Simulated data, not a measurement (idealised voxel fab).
Presented below is a process module, voxel capacitor over wiring.
We display cut, a cross-section 265 nm in width whose square cells are each 5 nm.
The cross-sections in this document take the form of a grid made of square cells. They are written out as bands, in order from top to bottom. Each band consists of one or more rows of cells.
Heights first: top, then bottom, in nm. Then materials, left to right, each with a width in nm. "all across" on a single material: fills the band edge to edge. "blank": empty space.
It should be noted that heights are counted from 0, beneath which the wafer as supplied is of one material throughout, and that the lowest band possesses no lower boundary but continues downward, as written in "top 0, no bottom".
A two-number width, for instance "30 to 40", indicates that the width is equal to the first number in the top row of the band and to the second number in the bottom row, and that it changes by a constant amount per row of cells.
When a step is marked "nothing altered", none of the cells in the cross-section changed during that step.
Empty spaces without an open route to the top, at least 8 cells in extent, make up the entry "Cavities, sealed"; each is given as width x height at distance, where the distance is measured from the left edge, and all are in nm.
Note: text after step settings on the step line = simulator remark on that step.
The line of a step may include "overlay nm". On a step with a mask, this value is how far to the right of its planned place the mask lay. A negative value means the mask lay to the left.

# This section lists the process steps that were planned
1. RECEIVE with material Si
2. CONFORMAL_DEP with material SiO2, thk nm 15
3. DIRECTIONAL_DEP with material TiN, thk nm 5
4. DIRECTIONAL_DEP with material W, thk nm 15
5. PATTERN with tone cover, mask id METAL_1, material resist, width nm 25, pitch nm 80, thk nm 15, overlay nm 0
6. DIRECTIONAL_ETCH with etch materials W, depth nm 15
7. DIRECTIONAL_ETCH with etch materials TiN, depth nm 5
8. STRIP with etch materials resist
9. CONFORMAL_DEP with material SiCN, thk nm 5
10. FILL_DEP with material lowk, thk nm 5
11. CMP with height nm 35
12. CONFORMAL_DEP with material SiCN, thk nm 5
13. DIRECTIONAL_DEP with material lowk, thk nm 20
14. PATTERN with tone open, mask id PLUG_1, material resist, width nm 15, thk nm 15, overlay nm 0
15. DIRECTIONAL_ETCH with etch materials lowk, depth nm 10
16. DIRECTIONAL_ETCH with etch materials SiCN, depth nm 5
17. STRIP with etch materials resist
18. CONFORMAL_DEP with material TiN, thk nm 5
19. FILL_DEP with material W, thk nm 5
20. CMP with height nm 60
21. DIRECTIONAL_DEP with material TiN, thk nm 5
22. DIRECTIONAL_DEP with material HfO2, thk nm 5
23. DIRECTIONAL_DEP with material TiN, thk nm 5
24. PATTERN with tone cover, mask id UPPER_PLATE, material resist, width nm 60, thk nm 15, overlay nm 0
25. DIRECTIONAL_ETCH with etch materials TiN, depth nm 5
26. DIRECTIONAL_ETCH with etch materials HfO2, depth nm 5
27. STRIP with etch materials resist
28. PATTERN with tone cover, mask id LOWER_PLATE, material resist, width nm 70, thk nm 15, overlay nm 0
29. DIRECTIONAL_ETCH with etch materials TiN, depth nm 5
30. STRIP with etch materials resist
31. FILL_DEP with material SiO2, thk nm 15
32. CMP with height nm 85
33. DIRECTIONAL_DEP with material aC, thk nm 10
34. PATTERN with tone open, mask id PLUG_2, material resist, width nm 15, thk nm 30, overlay nm 0
35. DIRECTIONAL_ETCH with etch materials aC, depth nm 10
36. STRIP with etch materials resist
37. DIRECTIONAL_ETCH with etch materials SiO2, depth nm 10
38. STRIP with etch materials aC
39. CONFORMAL_DEP with material TiN, thk nm 5
40. FILL_DEP with material Ru, thk nm 10
41. CMP with height nm 85
42. CONFORMAL_DEP with material SiCN, thk nm 5
Split variable: depth nm, step 15. Plan value = first wafer. Wafers start alike.

# The first of several wafers, as received after step 1, seen in section
  top 0, no bottom  Si all across
  Cavities, sealed: none

# Take a look at the first of several wafers in cross-section: the module is done, and step 42 was its last step
  top 90, bottom 85  SiCN all across
  top 85, bottom 80  SiO2 (100)  TiN (5)  Ru (5)  TiN (5)  SiO2 (150)
  top 80, bottom 70  SiO2 (100 to 90)  TiN (15 to 60)  SiO2 (150 to 115)
  top 70, bottom 65  SiO2 (90)  HfO2 (60)  SiO2 (115)
  top 65, bottom 60  SiO2 (85)  TiN (70)  SiO2 (110)
  top 60, bottom 55  lowk (90)  TiN (5)  W (5)  TiN (5)  lowk (160)
  top 55, bottom 50  lowk (90)  TiN (15)  lowk (160)
  top 50, bottom 40  lowk all across
  top 40, bottom 35  SiCN all across
  top 35, bottom 20  lowk (75)  SiCN (5)  W (25)  SiCN (5)  lowk (45)  SiCN (5)  W (25)  SiCN (5)  lowk (75)
  top 20, bottom 15  SiCN (80)  TiN (25)  SiCN (55)  TiN (25)  SiCN (80)
  top 15, bottom 0  SiO2 all across
  top 0, no bottom  Si all across
  Cavities, sealed: none

# Cross-sectional view of the final wafer of several at the module's end
  top 90, bottom 85  SiCN all across
  top 85, bottom 80  SiO2 (100)  TiN (5)  Ru (5)  TiN (5)  SiO2 (150)
  top 80, bottom 70  SiO2 (100 to 90)  TiN (15 to 60)  SiO2 (150 to 115)
  top 70, bottom 65  SiO2 (90)  HfO2 (60)  SiO2 (115)
  top 65, bottom 60  SiO2 (85)  TiN (70)  SiO2 (110)
  top 60, bottom 40  lowk (90)  TiN (5)  W (5)  TiN (5)  lowk (160)
  top 40, bottom 35  SiCN (90)  TiN (15)  SiCN (160)
  top 35, bottom 20  lowk (75)  SiCN (5)  W (25)  SiCN (5)  lowk (45)  SiCN (5)  W (25)  SiCN (5)  lowk (75)
  top 20, bottom 15  SiCN (80)  TiN (25)  SiCN (55)  TiN (25)  SiCN (80)
  top 15, bottom 0  SiO2 all across
  top 0, no bottom  Si all across
  Cavities, sealed: none

# each wafer at the end: cells of each material gained (+) or lost (-) since it was received, then its closed voids
depth nm 10 | +12 HfO2 | +1 Ru | +161 SiCN | +380 SiO2 | +46 TiN | +31 W | +323 lowk | Cavities, sealed: none
depth nm 15 | +12 HfO2 | +1 Ru | +161 SiCN | +380 SiO2 | +48 TiN | +32 W | +320 lowk | Cavities, sealed: none
depth nm 20 | +12 HfO2 | +1 Ru | +158 SiCN | +380 SiO2 | +52 TiN | +34 W | +317 lowk | Cavities, sealed: none
depth nm 25 | +12 HfO2 | +1 Ru | +158 SiCN | +380 SiO2 | +52 TiN | +34 W | +317 lowk | Cavities, sealed: none
depth nm 30 | +12 HfO2 | +1 Ru | +158 SiCN | +380 SiO2 | +52 TiN | +34 W | +317 lowk | Cavities, sealed: none
depth nm 35 | +12 HfO2 | +1 Ru | +158 SiCN | +380 SiO2 | +52 TiN | +34 W | +317 lowk | Cavities, sealed: none
